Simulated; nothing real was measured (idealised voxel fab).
process module | voxel transistor to metal
cross-section cut | 295 nm wide | cells 5 nm
A cross-section is a grid of square cells, given in bands from the top down. A band is one or more rows of cells.
Each band's line starts with the height of the band's top and of its bottom, in nm. Then come its materials from left to right, each with its width in nm. One material with "throughout" fills the band from edge to edge. "air" is empty space.
Height 0 is the level under which the wafer as received is all one material. The lowest band goes on downwards, as in "0 down".
A width such as "30 to 40" changes by the same amount from each row of cells to the next, from the band's top row to its bottom row.
"no change" after a step means that no cell of the cross-section changed.
closed voids: empty space of 8 cells or more with no open way to the top, each as width x height at its distance from the left edge, in nm
after a step's settings: what the simulator itself notes on the step
overlay nm, on a step with a mask: how far to the right of its planned place the mask lay; to the left if negative
Each pair below shows a cross-section before one step and the cross-section after it, down to the lowest band that changed. The line under each pair gives the step between them, with its settings. The pairs can come from different runs of this module on the same starting wafer, so a pair continues from the pair above only where its "before" says so.
before
  40 to 35: SiO2 50 | TiN 5 | W 5 | TiN 5 | SiO2 50 | TiN 5 | W 5 | TiN 5 | SiO2 30 | TiN 5 | W 5 | TiN 5 | SiO2 50 | TiN 5 | W 5 | TiN 5 | SiO2 55
  35 to 30: SiO2 50 | TiN 5 | W 5 | TiN 5 | SiO2 50 | TiN 15 | SiO2 30 | TiN 5 | W 5 | TiN 5 | SiO2 50 | TiN 15 | SiO2 55
  30 to 20: SiO2 50 | TiN 5 | W 5 | TiN 5 | SiO2 5 | SiN 10 | SiO2 5 | SiCN 20 | SiO2 5 | SiN 10 | TiN 10 | SiO2 30 | TiN 5 | W 5 | TiN 5 | SiO2 5 | SiN 10 | SiO2 5 | SiCN 20 | SiO2 5 | SiN 10 | TiN 10 | SiO2 55
  20 to 5: SiO2 50 | TiN 5 | W 5 | TiN 5 | SiN 10 | SiO2 5 | polySi 25 | SiO2 5 | SiN 10 | TiN 10 | SiO2 30 | TiN 5 | W 5 | TiN 5 | SiN 10 | SiO2 5 | polySi 25 | SiO2 5 | SiN 10 | TiN 10 | SiO2 55
  5 to 0: SiO2 50 | TiN 15 | SiN 10 | SiO2 5 | polySi 25 | SiO2 5 | SiN 10 | TiN 10 | SiO2 30 | TiN 15 | SiN 10 | SiO2 5 | polySi 25 | SiO2 5 | SiN 10 | TiN 10 | SiO2 55
  0 to -5: SiO2 50 | TiN 5 | SiGe 10 | SiN 10 | SiO2 5 | polySi 25 | SiO2 5 | SiN 10 | SiGe 10 | SiO2 30 | TiN 5 | SiGe 10 | SiN 10 | SiO2 5 | polySi 25 | SiO2 5 | SiN 10 | SiGe 10 | SiO2 55
  -5 to -10: SiO2 40 | SiGe 25 | SiO2 55 | SiGe 20 | SiO2 10 | SiGe 25 | SiO2 55 | SiGe 20 | SiO2 45
  -10 to -15: SiO2 45 | SiGe 20 | Si 55 | SiGe 15 | SiO2 20 | SiGe 20 | Si 55 | SiGe 15 | SiO2 50
  -15 to -30: SiO2 45 | Si 90 | SiO2 20 | Si 90 | SiO2 50
  -30 down: Si throughout
  closed voids: none
after
  45 to 40: TiN throughout
  below 40: unchanged
  closed voids: none
the step between: op DIRECTIONAL_DEP | material TiN | thk nm 5
before: the cross-section after the pair above
after
  70 to 45: Ru throughout
  below 45: unchanged
  closed voids: none
the step between: op DIRECTIONAL_DEP | material Ru | thk nm 25
before: the cross-section after the pair above
after
  70 to 45: air 50 | Ru 15 | air 50 | Ru 15 | air 30 | Ru 15 | air 50 | Ru 15 | air 55
  below 45: unchanged
  closed voids: none
the step between: op MASKED_ETCH | tone cover | mask id METAL_1 | width nm 15 | etch materials Ru | depth nm 25 | overlay nm 0
before: the cross-section after the pair above
after
  70 to 45: air 50 | Ru 15 | air 50 | Ru 15 | air 30 | Ru 15 | air 50 | Ru 15 | air 55
  45 to 40: air 50 | TiN 15 | air 50 | TiN 15 | air 30 | TiN 15 | air 50 | TiN 15 | air 55
  below 40: unchanged
  closed voids: none
the step between: op MASKED_ETCH | tone cover | mask id METAL_1 | width nm 15 | etch materials TiN | depth nm 5 | overlay nm 0
before: the cross-section after the pair above
after
  75 to 70: SiO2 throughout
  70 to 45: SiO2 50 | Ru 15 | SiO2 50 | Ru 15 | SiO2 30 | Ru 15 | SiO2 50 | Ru 15 | SiO2 55
  45 to 40: SiO2 50 | TiN 15 | SiO2 50 | TiN 15 | SiO2 30 | TiN 15 | SiO2 50 | TiN 15 | SiO2 55
  below 40: unchanged
  closed voids: none
the step between: op FILL_DEP | material SiO2 | thk nm 5
before: the cross-section after the pair above
after
  70 to 45: SiO2 50 | Ru 15 | SiO2 50 | Ru 15 | SiO2 30 | Ru 15 | SiO2 50 | Ru 15 | SiO2 55
  below 45: unchanged
  closed voids: none
the step between: op CMP | height nm 70
before: the cross-section after the pair above
after
  75 to 70: SiCN throughout
  below 70: unchanged
  closed voids: none
the step between: op CONFORMAL_DEP | material SiCN | thk nm 5
before: the cross-section after the pair above
after
  105 to 75: SiO2 throughout
  below 75: unchanged
  closed voids: none
the step between: op DIRECTIONAL_DEP | material SiO2 | thk nm 30
before: the cross-section after the pair above
after
  115 to 105: aC throughout
  below 105: unchanged
  closed voids: none
the step between: op DIRECTIONAL_DEP | material aC | thk nm 10
before: the cross-section after the pair above
after
  140 to 115: resist 50 | air 15 | resist 95 | air 15 | resist 120
  below 115: unchanged
  closed voids: none
the step between: op PATTERN | tone open | mask id METAL_2 | material resist | width nm 15 | pitch nm 110 | thk nm 25 | overlay nm 0
before: the cross-section after the pair above
after
  130 to 115: resist 50 | air 15 | resist 95 | air 15 | resist 120
  115 to 105: aC 50 | air 15 | aC 95 | air 15 | aC 120
  below 105: unchanged
  closed voids: none
the step between: op DIRECTIONAL_ETCH | etch materials aC | depth nm 10
before: the cross-section after the pair above
after
  115 to 105: aC 50 | air 15 | aC 95 | air 15 | aC 120
  below 105: unchanged
  closed voids: none
the step between: op STRIP | etch materials resist
before: the cross-section after the pair above
after
  115 to 105: aC 50 | air 15 | aC 95 | air 15 | aC 120
  105 to 90: SiO2 50 | air 15 | SiO2 95 | air 15 | SiO2 120
  below 90: unchanged
  closed voids: none
the step between: op DIRECTIONAL_ETCH | etch materials SiO2 | depth nm 15
before: the cross-section after the pair above
after
  105 to 90: SiO2 50 | air 15 | SiO2 95 | air 15 | SiO2 120
  below 90: unchanged
  closed voids: none
the step between: op STRIP | etch materials aC
before: the cross-section after the pair above
after
  105 to 75: SiO2 50 | air 15 | SiO2 95 | air 15 | SiO2 120
  below 75: unchanged
  closed voids: none
the step between: op MASKED_ETCH | tone open | mask id METAL_2_HOLES | width nm 15 | pitch nm 110 | etch materials SiO2 | depth nm 15 | overlay nm 0
before: the cross-section after the pair above
after
  105 to 75: SiO2 50 | air 15 | SiO2 95 | air 15 | SiO2 120
  75 to 70: SiCN 50 | air 15 | SiCN 95 | air 15 | SiCN 120
  below 70: unchanged
  closed voids: none
the step between: op MASKED_ETCH | tone open | mask id METAL_2_HOLES | width nm 15 | pitch nm 110 | etch materials SiCN | depth nm 5 | overlay nm 0
before: the cross-section after the pair above
after
  110 to 105: TiN 55 | air 5 | TiN 105 | air 5 | TiN 125
  105 to 75: SiO2 50 | TiN 5 | air 5 | TiN 5 | SiO2 95 | TiN 5 | air 5 | TiN 5 | SiO2 120
  75 to 70: SiCN 50 | TiN 15 | SiCN 95 | TiN 15 | SiCN 120
  below 70: unchanged
  closed voids: none
the step between: op CONFORMAL_DEP | material TiN | thk nm 5
before: the cross-section after the pair above
after
  120 to 110: Ru throughout
  110 to 105: TiN 55 | Ru 5 | TiN 105 | Ru 5 | TiN 125
  105 to 75: SiO2 50 | TiN 5 | Ru 5 | TiN 5 | SiO2 95 | TiN 5 | Ru 5 | TiN 5 | SiO2 120
  below 75: unchanged
  closed voids: none
the step between: op FILL_DEP | material Ru | thk nm 10
before: the cross-section after the pair above
after
  105 to 75: SiO2 50 | TiN 5 | Ru 5 | TiN 5 | SiO2 95 | TiN 5 | Ru 5 | TiN 5 | SiO2 120
  below 75: unchanged
  closed voids: none
the step between: op CMP | height nm 105
before: the cross-section after the pair above
after
  110 to 105: SiN throughout
  below 105: unchanged
  closed voids: none
the step between: op CONFORMAL_DEP | material SiN | thk nm 5
before
  45 to 40: TiN 55 | air 5 | TiN 60 | air 5 | TiN 40 | air 5 | TiN 60 | air 5 | TiN 60
  40 to 30: SiO2 50 | TiN 5 | air 5 | TiN 5 | SiO2 50 | TiN 5 | air 5 | TiN 5 | SiO2 30 | TiN 5 | air 5 | TiN 5 | SiO2 50 | TiN 5 | air 5 | TiN 5 | SiO2 55
  30 to 20: SiO2 50 | TiN 5 | air 5 | TiN 5 | SiN 10 | SiO2 5 | SiCN 20 | SiO2 5 | SiN 10 | TiN 5 | air 5 | TiN 5 | SiO2 30 | TiN 5 | air 5 | TiN 5 | SiN 10 | SiO2 5 | SiCN 20 | SiO2 5 | SiN 10 | TiN 5 | air 5 | TiN 5 | SiO2 55
  20 to 5: SiO2 50 | TiN 5 | air 5 | TiN 5 | SiN 10 | SiO2 5 | polySi 20 | SiO2 5 | SiN 10 | TiN 5 | air 5 | TiN 5 | SiO2 30 | TiN 5 | air 5 | TiN 5 | SiN 10 | SiO2 5 | polySi 20 | SiO2 5 | SiN 10 | TiN 5 | air 5 | TiN 5 | SiO2 55
  5 to 0: SiO2 50 | TiN 15 | SiN 10 | SiO2 5 | polySi 20 | SiO2 5 | SiN 10 | TiN 15 | SiO2 30 | TiN 15 | SiN 10 | SiO2 5 | polySi 20 | SiO2 5 | SiN 10 | TiN 15 | SiO2 55
  0 to -5: SiO2 50 | TiN 5 | SiGe 10 | SiN 10 | SiO2 5 | polySi 20 | SiO2 5 | SiN 10 | SiGe 10 | TiN 5 | SiO2 30 | TiN 5 | SiGe 10 | SiN 10 | SiO2 5 | polySi 20 | SiO2 5 | SiN 10 | SiGe 10 | TiN 5 | SiO2 55
  -5 to -10: SiO2 40 | SiGe 25 | SiO2 50 | SiGe 25 | SiO2 10 | SiGe 25 | SiO2 50 | SiGe 25 | SiO2 45
  -10 to -15: SiO2 45 | SiGe 20 | Si 50 | SiGe 20 | SiO2 20 | SiGe 20 | Si 50 | SiGe 20 | SiO2 50
  -15 to -30: SiO2 45 | Si 90 | SiO2 20 | Si 90 | SiO2 50
  -30 down: Si throughout
  closed voids: none
after
  50 to 45: polySi throughout
  45 to 40: TiN 55 | polySi 5 | TiN 60 | polySi 5 | TiN 40 | polySi 5 | TiN 60 | polySi 5 | TiN 60
  40 to 30: SiO2 50 | TiN 5 | polySi 5 | TiN 5 | SiO2 50 | TiN 5 | polySi 5 | TiN 5 | SiO2 30 | TiN 5 | polySi 5 | TiN 5 | SiO2 50 | TiN 5 | polySi 5 | TiN 5 | SiO2 55
  30 to 20: SiO2 50 | TiN 5 | polySi 5 | TiN 5 | SiN 10 | SiO2 5 | SiCN 20 | SiO2 5 | SiN 10 | TiN 5 | polySi 5 | TiN 5 | SiO2 30 | TiN 5 | polySi 5 | TiN 5 | SiN 10 | SiO2 5 | SiCN 20 | SiO2 5 | SiN 10 | TiN 5 | polySi 5 | TiN 5 | SiO2 55
  20 to 5: SiO2 50 | TiN 5 | polySi 5 | TiN 5 | SiN 10 | SiO2 5 | polySi 20 | SiO2 5 | SiN 10 | TiN 5 | polySi 5 | TiN 5 | SiO2 30 | TiN 5 | polySi 5 | TiN 5 | SiN 10 | SiO2 5 | polySi 20 | SiO2 5 | SiN 10 | TiN 5 | polySi 5 | TiN 5 | SiO2 55
  below 5: unchanged
  closed voids: none
the step between: op FILL_DEP | material polySi | thk nm 5
before: the cross-section after the pair above
after
  40 to 30: SiO2 50 | TiN 5 | polySi 5 | TiN 5 | SiO2 50 | TiN 5 | polySi 5 | TiN 5 | SiO2 30 | TiN 5 | polySi 5 | TiN 5 | SiO2 50 | TiN 5 | polySi 5 | TiN 5 | SiO2 55
  below 30: unchanged
  closed voids: none
the step between: op CMP | height nm 40
before: the cross-section after the pair above
after
  45 to 40: TiN throughout
  below 40: unchanged
  closed voids: none
the step between: op DIRECTIONAL_DEP | material TiN | thk nm 5
before: the cross-section after the pair above
after
  70 to 45: Ru throughout
  below 45: unchanged
  closed voids: none
the step between: op DIRECTIONAL_DEP | material Ru | thk nm 25
before: the cross-section after the pair above
after
  70 to 45: air 50 | Ru 15 | air 50 | Ru 15 | air 30 | Ru 15 | air 50 | Ru 15 | air 55
  below 45: unchanged
  closed voids: none
the step between: op MASKED_ETCH | tone cover | mask id METAL_1 | width nm 15 | etch materials Ru | depth nm 25 | overlay nm 0
before: the cross-section after the pair above
after
  70 to 45: air 50 | Ru 15 | air 50 | Ru 15 | air 30 | Ru 15 | air 50 | Ru 15 | air 55
  45 to 40: air 50 | TiN 15 | air 50 | TiN 15 | air 30 | TiN 15 | air 50 | TiN 15 | air 55
  below 40: unchanged
  closed voids: none
the step between: op MASKED_ETCH | tone cover | mask id METAL_1 | width nm 15 | etch materials TiN | depth nm 5 | overlay nm 0
before: the cross-section after the pair above
after
  75 to 70: SiO2 throughout
  70 to 45: SiO2 50 | Ru 15 | SiO2 50 | Ru 15 | SiO2 30 | Ru 15 | SiO2 50 | Ru 15 | SiO2 55
  45 to 40: SiO2 50 | TiN 15 | SiO2 50 | TiN 15 | SiO2 30 | TiN 15 | SiO2 50 | TiN 15 | SiO2 55
  below 40: unchanged
  closed voids: none
the step between: op FILL_DEP | material SiO2 | thk nm 5
before: the cross-section after the pair above
after
  70 to 45: SiO2 50 | Ru 15 | SiO2 50 | Ru 15 | SiO2 30 | Ru 15 | SiO2 50 | Ru 15 | SiO2 55
  below 45: unchanged
  closed voids: none
the step between: op CMP | height nm 70
before: the cross-section after the pair above
after
  75 to 70: SiCN throughout
  below 70: unchanged
  closed voids: none
the step between: op CONFORMAL_DEP | material SiCN | thk nm 5
before: the cross-section after the pair above
after
  105 to 75: SiO2 throughout
  below 75: unchanged
  closed voids: none
the step between: op DIRECTIONAL_DEP | material SiO2 | thk nm 30
before: the cross-section after the pair above
after
  115 to 105: aC throughout
  below 105: unchanged
  closed voids: none
the step between: op DIRECTIONAL_DEP | material aC | thk nm 10
before: the cross-section after the pair above
after
  140 to 115: resist 50 | air 15 | resist 95 | air 15 | resist 120
  below 115: unchanged
  closed voids: none
the step between: op PATTERN | tone open | mask id METAL_2 | material resist | width nm 15 | pitch nm 110 | thk nm 25 | overlay nm 0
before: the cross-section after the pair above
after
  130 to 115: resist 50 | air 15 | resist 95 | air 15 | resist 120
  115 to 105: aC 50 | air 15 | aC 95 | air 15 | aC 120
  below 105: unchanged
  closed voids: none
the step between: op DIRECTIONAL_ETCH | etch materials aC | depth nm 10
before: the cross-section after the pair above
after
  115 to 105: aC 50 | air 15 | aC 95 | air 15 | aC 120
  below 105: unchanged
  closed voids: none
the step between: op STRIP | etch materials resist
before: the cross-section after the pair above
after
  115 to 105: aC 50 | air 15 | aC 95 | air 15 | aC 120
  105 to 90: SiO2 50 | air 15 | SiO2 95 | air 15 | SiO2 120
  below 90: unchanged
  closed voids: none
the step between: op DIRECTIONAL_ETCH | etch materials SiO2 | depth nm 15
before: the cross-section after the pair above
after
  105 to 90: SiO2 50 | air 15 | SiO2 95 | air 15 | SiO2 120
  below 90: unchanged
  closed voids: none
the step between: op STRIP | etch materials aC
before: the cross-section after the pair above
after
  105 to 75: SiO2 50 | air 15 | SiO2 95 | air 15 | SiO2 120
  below 75: unchanged
  closed voids: none
the step between: op MASKED_ETCH | tone open | mask id METAL_2_HOLES | width nm 15 | pitch nm 110 | etch materials SiO2 | depth nm 15 | overlay nm 0
before: the cross-section after the pair above
after
  105 to 75: SiO2 50 | air 15 | SiO2 95 | air 15 | SiO2 120
  75 to 70: SiCN 50 | air 15 | SiCN 95 | air 15 | SiCN 120
  below 70: unchanged
  closed voids: none
the step between: op MASKED_ETCH | tone open | mask id METAL_2_HOLES | width nm 15 | pitch nm 110 | etch materials SiCN | depth nm 5 | overlay nm 0
before: the cross-section after the pair above
after
  110 to 105: TiN 55 | air 5 | TiN 105 | air 5 | TiN 125
  105 to 75: SiO2 50 | TiN 5 | air 5 | TiN 5 | SiO2 95 | TiN 5 | air 5 | TiN 5 | SiO2 120
  75 to 70: SiCN 50 | TiN 15 | SiCN 95 | TiN 15 | SiCN 120
  below 70: unchanged
  closed voids: none
the step between: op CONFORMAL_DEP | material TiN | thk nm 5
before: the cross-section after the pair above
after
  120 to 110: Ru throughout
  110 to 105: TiN 55 | Ru 5 | TiN 105 | Ru 5 | TiN 125
  105 to 75: SiO2 50 | TiN 5 | Ru 5 | TiN 5 | SiO2 95 | TiN 5 | Ru 5 | TiN 5 | SiO2 120
  below 75: unchanged
  closed voids: none
the step between: op FILL_DEP | material Ru | thk nm 10
before: the cross-section after the pair above
after
  105 to 75: SiO2 50 | TiN 5 | Ru 5 | TiN 5 | SiO2 95 | TiN 5 | Ru 5 | TiN 5 | SiO2 120
  below 75: unchanged
  closed voids: none
the step between: op CMP | height nm 105
before: the cross-section after the pair above
after
  110 to 105: SiN throughout
  below 105: unchanged
  closed voids: none
the step between: op CONFORMAL_DEP | material SiN | thk nm 5
before
  40 to 30: SiO2 throughout
  30 to 20: SiO2 65 | SiN 10 | SiO2 5 | SiCN 20 | SiO2 5 | SiN 10 | SiO2 60 | SiN 10 | SiO2 5 | SiCN 20 | SiO2 5 | SiN 10 | SiO2 70
  20 to 0: SiO2 65 | SiN 10 | SiO2 5 | polySi 20 | SiO2 5 | SiN 10 | SiO2 60 | SiN 10 | SiO2 5 | polySi 20 | SiO2 5 | SiN 10 | SiO2 70
  0 to -5: SiO2 55 | SiGe 10 | SiN 10 | SiO2 5 | polySi 20 | SiO2 5 | SiN 10 | SiGe 10 | SiO2 40 | SiGe 10 | SiN 10 | SiO2 5 | polySi 20 | SiO2 5 | SiN 10 | SiGe 10 | SiO2 60
  -5 to -10: SiO2 40 | SiGe 25 | SiO2 50 | SiGe 25 | SiO2 10 | SiGe 25 | SiO2 50 | SiGe 25 | SiO2 45
  -10 to -15: SiO2 45 | SiGe 20 | Si 50 | SiGe 20 | SiO2 20 | SiGe 20 | Si 50 | SiGe 20 | SiO2 50
  -15 to -30: SiO2 45 | Si 90 | SiO2 20 | Si 90 | SiO2 50
  -30 down: Si throughout
  closed voids: none
after
  60 to 40: air 50 | resist 15 | air 50 | resist 15 | air 30 | resist 15 | air 50 | resist 15 | air 55
  below 40: unchanged
  closed voids: none
the step between: op PATTERN | tone cover | mask id CONTACT | material resist | width nm 15 | thk nm 20 | overlay nm 0
before: the cross-section after the pair above
after
  60 to 40: air 50 | resist 15 | air 50 | resist 15 | air 30 | resist 15 | air 50 | resist 15 | air 55
  40 to 30: air 50 | SiO2 15 | air 50 | SiO2 15 | air 30 | SiO2 15 | air 50 | SiO2 15 | air 55
  30 to 20: air 50 | SiO2 15 | SiN 10 | air 5 | SiCN 20 | air 5 | SiN 10 | SiO2 15 | air 30 | SiO2 15 | SiN 10 | air 5 | SiCN 20 | air 5 | SiN 10 | SiO2 15 | air 55
  20 to 0: air 50 | SiO2 15 | SiN 10 | air 5 | polySi 20 | air 5 | SiN 10 | SiO2 15 | air 30 | SiO2 15 | SiN 10 | air 5 | polySi 20 | air 5 | SiN 10 | SiO2 15 | air 55
  0 to -5: air 50 | SiO2 5 | SiGe 10 | SiN 10 | air 5 | polySi 20 | air 5 | SiN 10 | SiGe 10 | SiO2 5 | air 30 | SiO2 5 | SiGe 10 | SiN 10 | air 5 | polySi 20 | air 5 | SiN 10 | SiGe 10 | SiO2 5 | air 55
  below -5: unchanged
  closed voids: none
the step between: op DIRECTIONAL_ETCH | etch materials SiO2 | depth nm 45
before: the cross-section after the pair above
after
  40 to 30: air 50 | SiO2 15 | air 50 | SiO2 15 | air 30 | SiO2 15 | air 50 | SiO2 15 | air 55
  below 30: unchanged
  closed voids: none
the step between: op STRIP | etch materials resist
before: the cross-section after the pair above
after
  45 to 40: air 45 | TiN 25 | air 40 | TiN 25 | air 20 | TiN 25 | air 40 | TiN 25 | air 50
  40 to 35: air 45 | TiN 5 | SiO2 15 | TiN 5 | air 40 | TiN 5 | SiO2 15 | TiN 5 | air 20 | TiN 5 | SiO2 15 | TiN 5 | air 40 | TiN 5 | SiO2 15 | TiN 5 | air 50
  35 to 30: air 45 | TiN 5 | SiO2 15 | TiN 50 | SiO2 15 | TiN 5 | air 20 | TiN 5 | SiO2 15 | TiN 50 | SiO2 15 | TiN 5 | air 50
  30 to 20: air 45 | TiN 5 | SiO2 15 | SiN 10 | TiN 5 | SiCN 20 | TiN 5 | SiN 10 | SiO2 15 | TiN 5 | air 20 | TiN 5 | SiO2 15 | SiN 10 | TiN 5 | SiCN 20 | TiN 5 | SiN 10 | SiO2 15 | TiN 5 | air 50
  20 to 0: air 45 | TiN 5 | SiO2 15 | SiN 10 | TiN 5 | polySi 20 | TiN 5 | SiN 10 | SiO2 15 | TiN 5 | air 20 | TiN 5 | SiO2 15 | SiN 10 | TiN 5 | polySi 20 | TiN 5 | SiN 10 | SiO2 15 | TiN 5 | air 50
  0 to -5: TiN 50 | SiO2 5 | SiGe 10 | SiN 10 | TiN 5 | polySi 20 | TiN 5 | SiN 10 | SiGe 10 | SiO2 5 | TiN 30 | SiO2 5 | SiGe 10 | SiN 10 | TiN 5 | polySi 20 | TiN 5 | SiN 10 | SiGe 10 | SiO2 5 | TiN 55
  below -5: unchanged
  closed voids: none
the step between: op CONFORMAL_DEP | material TiN | thk nm 5
before: the cross-section after the pair above
after
  50 to 45: W throughout
  45 to 40: W 45 | TiN 25 | W 40 | TiN 25 | W 20 | TiN 25 | W 40 | TiN 25 | W 50
  40 to 35: W 45 | TiN 5 | SiO2 15 | TiN 5 | W 40 | TiN 5 | SiO2 15 | TiN 5 | W 20 | TiN 5 | SiO2 15 | TiN 5 | W 40 | TiN 5 | SiO2 15 | TiN 5 | W 50
  35 to 30: W 45 | TiN 5 | SiO2 15 | TiN 50 | SiO2 15 | TiN 5 | W 20 | TiN 5 | SiO2 15 | TiN 50 | SiO2 15 | TiN 5 | W 50
  30 to 20: W 45 | TiN 5 | SiO2 15 | SiN 10 | TiN 5 | SiCN 20 | TiN 5 | SiN 10 | SiO2 15 | TiN 5 | W 20 | TiN 5 | SiO2 15 | SiN 10 | TiN 5 | SiCN 20 | TiN 5 | SiN 10 | SiO2 15 | TiN 5 | W 50
  20 to 0: W 45 | TiN 5 | SiO2 15 | SiN 10 | TiN 5 | polySi 20 | TiN 5 | SiN 10 | SiO2 15 | TiN 5 | W 20 | TiN 5 | SiO2 15 | SiN 10 | TiN 5 | polySi 20 | TiN 5 | SiN 10 | SiO2 15 | TiN 5 | W 50
  below 0: unchanged
  closed voids: none
the step between: op FILL_DEP | material W | thk nm 5
before: the cross-section after the pair above
after
  40 to 35: W 45 | TiN 5 | SiO2 15 | TiN 5 | W 40 | TiN 5 | SiO2 15 | TiN 5 | W 20 | TiN 5 | SiO2 15 | TiN 5 | W 40 | TiN 5 | SiO2 15 | TiN 5 | W 50
  below 35: unchanged
  closed voids: none
the step between: op CMP | height nm 40
before: the cross-section after the pair above
after
  45 to 40: TiN throughout
  below 40: unchanged
  closed voids: none
the step between: op DIRECTIONAL_DEP | material TiN | thk nm 5
before: the cross-section after the pair above
after
  70 to 45: Ru throughout
  below 45: unchanged
  closed voids: none
the step between: op DIRECTIONAL_DEP | material Ru | thk nm 25
before: the cross-section after the pair above
after
  70 to 45: air 50 | Ru 15 | air 50 | Ru 15 | air 30 | Ru 15 | air 50 | Ru 15 | air 55
  below 45: unchanged
  closed voids: none
the step between: op MASKED_ETCH | tone cover | mask id METAL_1 | width nm 15 | etch materials Ru | depth nm 25 | overlay nm 0
before: the cross-section after the pair above
after
  70 to 45: air 50 | Ru 15 | air 50 | Ru 15 | air 30 | Ru 15 | air 50 | Ru 15 | air 55
  45 to 40: air 50 | TiN 15 | air 50 | TiN 15 | air 30 | TiN 15 | air 50 | TiN 15 | air 55
  below 40: unchanged
  closed voids: none
the step between: op MASKED_ETCH | tone cover | mask id METAL_1 | width nm 15 | etch materials TiN | depth nm 5 | overlay nm 0
before: the cross-section after the pair above
after
  75 to 70: SiO2 throughout
  70 to 45: SiO2 50 | Ru 15 | SiO2 50 | Ru 15 | SiO2 30 | Ru 15 | SiO2 50 | Ru 15 | SiO2 55
  45 to 40: SiO2 50 | TiN 15 | SiO2 50 | TiN 15 | SiO2 30 | TiN 15 | SiO2 50 | TiN 15 | SiO2 55
  below 40: unchanged
  closed voids: none
the step between: op FILL_DEP | material SiO2 | thk nm 5
before: the cross-section after the pair above
after
  70 to 45: SiO2 50 | Ru 15 | SiO2 50 | Ru 15 | SiO2 30 | Ru 15 | SiO2 50 | Ru 15 | SiO2 55
  below 45: unchanged
  closed voids: none
the step between: op CMP | height nm 70
before: the cross-section after the pair above
after
  75 to 70: SiCN throughout
  below 70: unchanged
  closed voids: none
the step between: op CONFORMAL_DEP | material SiCN | thk nm 5
before: the cross-section after the pair above
after
  105 to 75: SiO2 throughout
  below 75: unchanged
  closed voids: none
the step between: op DIRECTIONAL_DEP | material SiO2 | thk nm 30
before: the cross-section after the pair above
after
  115 to 105: aC throughout
  below 105: unchanged
  closed voids: none
the step between: op DIRECTIONAL_DEP | material aC | thk nm 10
before: the cross-section after the pair above
after
  140 to 115: resist 50 | air 15 | resist 95 | air 15 | resist 120
  below 115: unchanged
  closed voids: none
the step between: op PATTERN | tone open | mask id METAL_2 | material resist | width nm 15 | pitch nm 110 | thk nm 25 | overlay nm 0
before: the cross-section after the pair above
after
  130 to 115: resist 50 | air 15 | resist 95 | air 15 | resist 120
  115 to 105: aC 50 | air 15 | aC 95 | air 15 | aC 120
  below 105: unchanged
  closed voids: none
the step between: op DIRECTIONAL_ETCH | etch materials aC | depth nm 10
before: the cross-section after the pair above
after
  115 to 105: aC 50 | air 15 | aC 95 | air 15 | aC 120
  below 105: unchanged
  closed voids: none
the step between: op STRIP | etch materials resist
before: the cross-section after the pair above
after
  115 to 105: aC 50 | air 15 | aC 95 | air 15 | aC 120
  105 to 90: SiO2 50 | air 15 | SiO2 95 | air 15 | SiO2 120
  below 90: unchanged
  closed voids: none
the step between: op DIRECTIONAL_ETCH | etch materials SiO2 | depth nm 15
before: the cross-section after the pair above
after
  105 to 90: SiO2 50 | air 15 | SiO2 95 | air 15 | SiO2 120
  below 90: unchanged
  closed voids: none
the step between: op STRIP | etch materials aC
before: the cross-section after the pair above
after
  105 to 75: SiO2 50 | air 15 | SiO2 95 | air 15 | SiO2 120
  below 75: unchanged
  closed voids: none
the step between: op MASKED_ETCH | tone open | mask id METAL_2_HOLES | width nm 15 | pitch nm 110 | etch materials SiO2 | depth nm 15 | overlay nm 0
before: the cross-section after the pair above
after
  105 to 75: SiO2 50 | air 15 | SiO2 95 | air 15 | SiO2 120
  75 to 70: SiCN 50 | air 15 | SiCN 95 | air 15 | SiCN 120
  below 70: unchanged
  closed voids: none
the step between: op MASKED_ETCH | tone open | mask id METAL_2_HOLES | width nm 15 | pitch nm 110 | etch materials SiCN | depth nm 5 | overlay nm 0
before: the cross-section after the pair above
after
  110 to 105: TiN 55 | air 5 | TiN 105 | air 5 | TiN 125
  105 to 75: SiO2 50 | TiN 5 | air 5 | TiN 5 | SiO2 95 | TiN 5 | air 5 | TiN 5 | SiO2 120
  75 to 70: SiCN 50 | TiN 15 | SiCN 95 | TiN 15 | SiCN 120
  below 70: unchanged
  closed voids: none
the step between: op CONFORMAL_DEP | material TiN | thk nm 5
before: the cross-section after the pair above
after
  120 to 110: Ru throughout
  110 to 105: TiN 55 | Ru 5 | TiN 105 | Ru 5 | TiN 125
  105 to 75: SiO2 50 | TiN 5 | Ru 5 | TiN 5 | SiO2 95 | TiN 5 | Ru 5 | TiN 5 | SiO2 120
  below 75: unchanged
  closed voids: none
the step between: op FILL_DEP | material Ru | thk nm 10
before: the cross-section after the pair above
after
  105 to 75: SiO2 50 | TiN 5 | Ru 5 | TiN 5 | SiO2 95 | TiN 5 | Ru 5 | TiN 5 | SiO2 120
  below 75: unchanged
  closed voids: none
the step between: op CMP | height nm 105
before: the cross-section after the pair above
after
  110 to 105: SiN throughout
  below 105: unchanged
  closed voids: none
the step between: op CONFORMAL_DEP | material SiN | thk nm 5
